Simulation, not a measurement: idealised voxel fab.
Process module name: voxel released beams
Square cells of 5 nm make up the cross-section cut, whose width is 255 nm.
In what follows, cross-sections appear as grids of square cells, described through bands that run from the top down, where every band is one or more rows of cells.
First you get the band's top height and its bottom height, in nm, and then the materials it's made of, left to right, with each width in nm. If you see a single material with "full width", that one covers the band edge to edge. "empty" is empty space.
For the purposes of this specification, 0 denotes the height below which the wafer in its as-received condition is composed wholly of one material, and the lowermost band, lacking a lower limit, extends downward without end, as expressed in "z 0 and below".
Width spec "30->40" -> top row of cells at first value, bottom row at second value, equal per-row change in between.
No cell of the cross-section changed in a step that is given as "no modifications".
So "Unvented cavities" is basically the list of trapped voids: any empty space of 8 cells or more that can't reach the top through an opening. They're written width x height at distance, the distance being from the left edge, and it's all nm.
On each step's line, the part that comes after the settings is the simulator's own comment on the step.
If you see "overlay nm" on a step's line and that step has a mask, it's telling you how far right of where it was planned the mask ended up; a negative number means it went left instead.

List of planned process steps
1,RECEIVE | material Si
2,CONFORMAL_DEP | material SiN | thk nm 10
3,DIRECTIONAL_DEP | material SiO2 | thk nm 15
4,DIRECTIONAL_DEP | material aC | thk nm 15
5,PATTERN | tone open | mask id ANCHOR | material resist | width nm 45 | thk nm 30 | overlay nm 0
6,DIRECTIONAL_ETCH | etch materials aC | depth nm 15
7,STRIP | etch materials resist
8,DIRECTIONAL_ETCH | etch materials SiO2 | depth nm 15
9,STRIP | etch materials aC
10,CONFORMAL_DEP | material TiN | thk nm 15
11,MASKED_ETCH | tone cover | mask id BEAM | width nm 95 | etch materials TiN | depth nm 15 | overlay nm 0
12,STRIP | etch materials SiO2

Wafer at receipt (post step 1), cross-section
z 0 and below = Si full width
Unvented cavities: none

Result of the module, cross-sectioned: start per above, plan per above, one error in how it was run
z 30 to 15 = empty (75) | TiN (20) | empty (15) | TiN (60) | empty (85)
z 15 to 0 = empty (80) | TiN (45) | empty (130)
z 0 and below = Si full width
Unvented cavities: none
The mistake made against the process plan was this: step 2 of the plan was bypassed and not carried out
